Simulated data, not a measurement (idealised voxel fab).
The process module presented herein is designated voxel gate over fins.
The cross-section on display is named cut; it measures 205 nm wide, and its cells are 5 nm squares.
How to read a cross-section here: the picture is a grid of square cells, written as bands going from the top down, and any band can span one or more rows of cells.
This entry defines a band. It first specifies the height of the band's top and the height of its bottom in nm, and then specifies the band's materials from left to right, stating each material with its width in nm. The word "all across" identifies a single material that fills the band from edge to edge, while the word "blank" identifies empty space.
We count height from 0. Below that, the starting wafer is all one material. The lowest band never ends at the bottom but goes on down; see "0 -> down" for how that is written.
Per-row width for "30->40": begins at first number (top row of band), ends at second number (bottom row), increment between rows held constant.
What does "identical to before" mean for a step? It means no cell of the cross-section changed in that step.
In "Closed empty spaces" the enclosed voids are listed, meaning empty spaces of 8 cells or larger without any opening to the top. The form is width x height at distance, distance from the left edge, units nm.
That trailing text on a step's line, after the settings, is the simulator's own remark on the step.
overlay nm: where the mask lay relative to plan, measured to the right, on steps with a mask; negatives go left.
### plan
1 RECEIVE,material Si
2 CONFORMAL_DEP,material SiN,thk nm 10
3 MASKED_ETCH,tone cover,mask id FINS,width nm 15,pitch nm 40,etch materials SiN,depth nm 10,overlay nm 0
4 MASKED_ETCH,tone cover,mask id FINS,width nm 15,pitch nm 40,etch materials Si,depth nm 40,overlay nm 0
5 FILL_DEP,material SiO2,thk nm 5
6 CMP,height nm 10
7 SELECTIVE_ETCH,etch materials SiO2,depth nm 20
8 STRIP,etch materials SiN
9 CONFORMAL_DEP,material HfO2,thk nm 5
10 CONFORMAL_DEP,material TiN,thk nm 5
11 CONFORMAL_DEP,material TiAl,thk nm 5
12 CONFORMAL_DEP,material TiN,thk nm 5
13 FILL_DEP,material W,thk nm 15
14 CMP,height nm 30
15 CONFORMAL_DEP,material SiN,thk nm 10
### So this is the incoming wafer in cross-section - it's already been through step 1
  0 -> down | Si all across
  Closed empty spaces: none
### Final wafer profile in cross-section after the module, from the same start and plan as above, with one mistake made during processing
  40 -> 30 | SiN all across
  30 -> 20 | W all across
  20 -> 15 | W (55), TiN (95), W (55)
  15 -> 10 | W (55), TiN (5), TiAl (85), TiN (5), W (55)
  10 -> 5 | TiN (60), TiAl (5), TiN (35), TiAl (5), TiN (35), TiAl (5), TiN (60)
  5 -> 0 | TiAl (65), TiN (5), HfO2 (25), TiN (5), TiAl (5), TiN (5), HfO2 (25), TiN (5), TiAl (65)
  0 -> -5 | TiN (70), HfO2 (5), Si (15), HfO2 (5), TiN (15), HfO2 (5), Si (15), HfO2 (5), TiN (70)
  -5 -> -10 | HfO2 (75), Si (15), HfO2 (25), Si (15), HfO2 (75)
  -10 -> -30 | SiO2 (75), Si (15), SiO2 (25), Si (15), SiO2 (75)
  -30 -> down | Si all across
  Closed empty spaces: none
What went wrong in running the wafer? it should be noted that step 4 was executed with settings other than those planned, the operation and settings actually applied being MASKED_ETCH,tone cover,mask id FINS,width nm 15,pitch nm 40,etch materials Si,depth nm 30,overlay nm 0
